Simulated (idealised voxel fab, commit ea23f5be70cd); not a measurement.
Process module under the name voxel wiring stack
Displayed cross-section: cut, width of 205 nm, square cells sized 5 nm.
Cross-section, as written here: a square-cell grid given band by band from the top down, where a band holds one or more rows of cells.
Band: top height; bottom height; in nm. Then, left to right: material with width in nm, for each material. "throughout": a single material spanning edge to edge. "blank": empty space.
Height reference: 0 = level under which incoming wafer is all one material. Lowest band: no bottom, runs on downward, e.g. "0 and below".
Think of "30 to 40" as a width that walks from the first number to the second as you go down the band, top row to bottom row, taking equal-sized steps from row to row.
It should be understood that the words "stayed the same", when stated for a given step, signify that the cross-section underwent no change in any of its cells during that step.
In "Closed void list" the enclosed voids are listed, meaning empty spaces of 8 cells or larger without any opening to the top. The form is width x height at distance, distance from the left edge, units nm.
It should be noted that, on the line of a given step, the content following the step's settings is a remark produced by the simulator itself with respect to that step.
overlay nm, on a step with a mask: how far to the right of its planned place the mask lay; to the left if negative

## Process steps (planned)
1) RECEIVE [material Si]
2) CONFORMAL_DEP [material SiO2] [thk nm 15]
3) CONFORMAL_DEP [material SiCN] [thk nm 5]
4) DIRECTIONAL_DEP [material lowk] [thk nm 25]
5) DIRECTIONAL_DEP [material aC] [thk nm 10]
6) PATTERN [tone open] [mask id METAL_1] [material resist] [width nm 25] [pitch nm 50] [thk nm 30] [overlay nm 0]
7) DIRECTIONAL_ETCH [etch materials aC] [depth nm 10]
8) STRIP [etch materials resist]
9) DIRECTIONAL_ETCH [etch materials lowk] [depth nm 25]
10) DIRECTIONAL_ETCH [etch materials SiCN] [depth nm 5]
11) STRIP [etch materials aC]
12) CONFORMAL_DEP [material TiN] [thk nm 5]
13) FILL_DEP [material Cu] [thk nm 10]
14) CMP [height nm 45]
15) CONFORMAL_DEP [material SiCN] [thk nm 5]
16) DIRECTIONAL_DEP [material lowk] [thk nm 15]
17) DIRECTIONAL_DEP [material aC] [thk nm 15]
18) PATTERN [tone open] [mask id PLUG_1] [material resist] [width nm 15] [pitch nm 50] [thk nm 30] [overlay nm 0]
19) DIRECTIONAL_ETCH [etch materials aC] [depth nm 15]
20) STRIP [etch materials resist]
21) DIRECTIONAL_ETCH [etch materials lowk] [depth nm 15]
22) DIRECTIONAL_ETCH [etch materials SiCN] [depth nm 5]
23) STRIP [etch materials aC]
24) CONFORMAL_DEP [material TiN] [thk nm 5]
25) FILL_DEP [material Ru] [thk nm 5]
26) CMP [height nm 65]
27) DIRECTIONAL_DEP [material TiN] [thk nm 5]
28) DIRECTIONAL_DEP [material W] [thk nm 20]
29) MASKED_ETCH [tone cover] [mask id METAL_2] [width nm 25] [pitch nm 50] [etch materials W] [depth nm 20] [overlay nm 0]
30) MASKED_ETCH [tone cover] [mask id METAL_2] [width nm 25] [pitch nm 50] [etch materials TiN] [depth nm 5] [overlay nm 0]
31) FILL_DEP [material SiO2] [thk nm 5]
32) CMP [height nm 90]
33) CONFORMAL_DEP [material SiN] [thk nm 5]

## Incoming wafer in cross-section (state: after step 1)
    0 and below: Si throughout
    Closed void list: none

## This is how the wafer looks in cross-section once the module is done, given the starting state and plan above and one mistake in carrying the plan out
    95 down to 90: SiN throughout
    90 down to 70: SiO2 40 nm, W 25 nm, SiO2 25 nm, W 25 nm, SiO2 25 nm, W 25 nm, SiO2 40 nm
    70 down to 65: SiO2 40 nm, TiN 25 nm, SiO2 25 nm, TiN 25 nm, SiO2 25 nm, TiN 25 nm, SiO2 40 nm
    65 down to 60: SiCN 40 nm, TiN 15 nm, SiCN 35 nm, TiN 15 nm, SiCN 35 nm, TiN 15 nm, SiCN 50 nm
    60 down to 45: lowk throughout
    45 down to 20: lowk 40 nm, TiN 5 nm, Cu 15 nm, TiN 5 nm, lowk 25 nm, TiN 5 nm, Cu 15 nm, TiN 5 nm, lowk 25 nm, TiN 5 nm, Cu 15 nm, TiN 5 nm, lowk 40 nm
    20 down to 15: SiCN 40 nm, TiN 25 nm, SiCN 25 nm, TiN 25 nm, SiCN 25 nm, TiN 25 nm, SiCN 40 nm
    15 down to 0: SiO2 throughout
    0 and below: Si throughout
    Closed void list: none
Diagnosis: deviation from plan: step 16 and step 15 executed in one another's positions
